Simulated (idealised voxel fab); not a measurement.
Process module heading - voxel capacitor over wiring
Each square cell in cross-section cut measures 5 nm, and the section as a whole is 255 nm wide.
Cross-section, as written here: a square-cell grid given band by band from the top down, where a band holds one or more rows of cells. In this notation a band is specified by the heights of its top and bottom, in that order and in nm, after which its materials appear from left to right, each paired with its width in nm. The word "edge to edge" attached to a single material means that material fills the band from edge to edge; the word "air" stands for empty space. Heights are measured from 0, the level below which the as-received wafer is all one material; the lowest band has no bottom and continues downward, written as in "0 down". Width spec "30..40" -> top row of cells at first value, bottom row at second value, equal per-row change in between. Key: "identical to before" - step with no changed cell in the cross-section. Empty spaces without an open route to the top, at least 8 cells in extent, make up the entry "Non-vented voids"; each is given as width x height at distance, where the distance is measured from the left edge, and all are in nm. Read whatever lies past the settings on a step's line as the simulator's own remark about the step. On any step carrying a mask, the "overlay nm" setting, if present on the step's line, tells how far right of its planned place the mask lay; negative values point to the left.
## Steps in the process plan
1: RECEIVE: material Si
2: CONFORMAL_DEP: material SiO2, thk nm 10
3: CONFORMAL_DEP: material SiCN, thk nm 5
4: DIRECTIONAL_DEP: material lowk, thk nm 20
5: DIRECTIONAL_DEP: material aC, thk nm 10
6: PATTERN: tone open, mask id METAL_1, material resist, width nm 30, pitch nm 80, thk nm 25, overlay nm 0
7: DIRECTIONAL_ETCH: etch materials aC, depth nm 10
8: STRIP: etch materials resist
9: DIRECTIONAL_ETCH: etch materials lowk, depth nm 20
10: DIRECTIONAL_ETCH: etch materials SiCN, depth nm 5
11: STRIP: etch materials aC
12: CONFORMAL_DEP: material TiN, thk nm 5
13: FILL_DEP: material Cu, thk nm 5
14: CMP: height nm 35
15: CONFORMAL_DEP: material SiCN, thk nm 5
16: DIRECTIONAL_DEP: material lowk, thk nm 10
17: MASKED_ETCH: tone open, mask id PLUG_1, width nm 15, etch materials lowk, depth nm 10, overlay nm 0
18: MASKED_ETCH: tone open, mask id PLUG_1, width nm 15, etch materials SiCN, depth nm 5, overlay nm 0
19: EPI: material Ru, thk nm 10
20: EPI: material Ru, thk nm 5
21: DIRECTIONAL_DEP: material TiN, thk nm 10
22: DIRECTIONAL_DEP: material Al2O3, thk nm 5
23: DIRECTIONAL_DEP: material TiN, thk nm 10
24: PATTERN: tone cover, mask id UPPER_PLATE, material resist, width nm 55, thk nm 20, overlay nm 0
25: DIRECTIONAL_ETCH: etch materials TiN, depth nm 10
26: DIRECTIONAL_ETCH: etch materials Al2O3, depth nm 5
27: STRIP: etch materials resist
28: MASKED_ETCH: tone cover, mask id LOWER_PLATE, width nm 65, etch materials TiN, depth nm 10, overlay nm 0
29: FILL_DEP: material SiO2, thk nm 15
30: CMP: height nm 85
31: MASKED_ETCH: tone open, mask id PLUG_2, width nm 15, etch materials SiO2, depth nm 10, overlay nm 0
32: CONFORMAL_DEP: material TiN, thk nm 5
33: FILL_DEP: material Ru, thk nm 5
34: CMP: height nm 85
35: CONFORMAL_DEP: material SiN, thk nm 5
## Cross-section of the wafer as it came to us, i.e., already through step 1
    0 down: Si edge to edge
    Non-vented voids: none
## Post-module cross-section: identical start and plan to those above, one misstep in execution
    90 to 85: SiN edge to edge
    85 to 80: 95 nm SiO2  5 nm TiN  5 nm Ru  5 nm TiN  145 nm SiO2
    80 to 75: 95 nm SiO2  15 nm TiN  145 nm SiO2
    75 to 65: 85 nm SiO2  55 nm TiN  115 nm SiO2
    65 to 60: 85 nm SiO2  55 nm Al2O3  115 nm SiO2
    60 to 50: 80 nm SiO2  65 nm TiN  110 nm SiO2
    50 to 40: 85 nm lowk  15 nm Ru  155 nm lowk
    40 to 35: 85 nm SiCN  15 nm Ru  155 nm SiCN
    35 to 20: 70 nm lowk  5 nm TiN  20 nm Cu  5 nm TiN  50 nm lowk  5 nm TiN  20 nm Cu  5 nm TiN  75 nm lowk
    20 to 15: 70 nm SiCN  30 nm TiN  50 nm SiCN  30 nm TiN  75 nm SiCN
    15 to 0: SiO2 edge to edge
    0 down: Si edge to edge
    Non-vented voids: none
Nonconformance to the process plan: step 2 was processed under conditions differing from the plan, specifically as CONFORMAL_DEP: material SiO2, thk nm 15
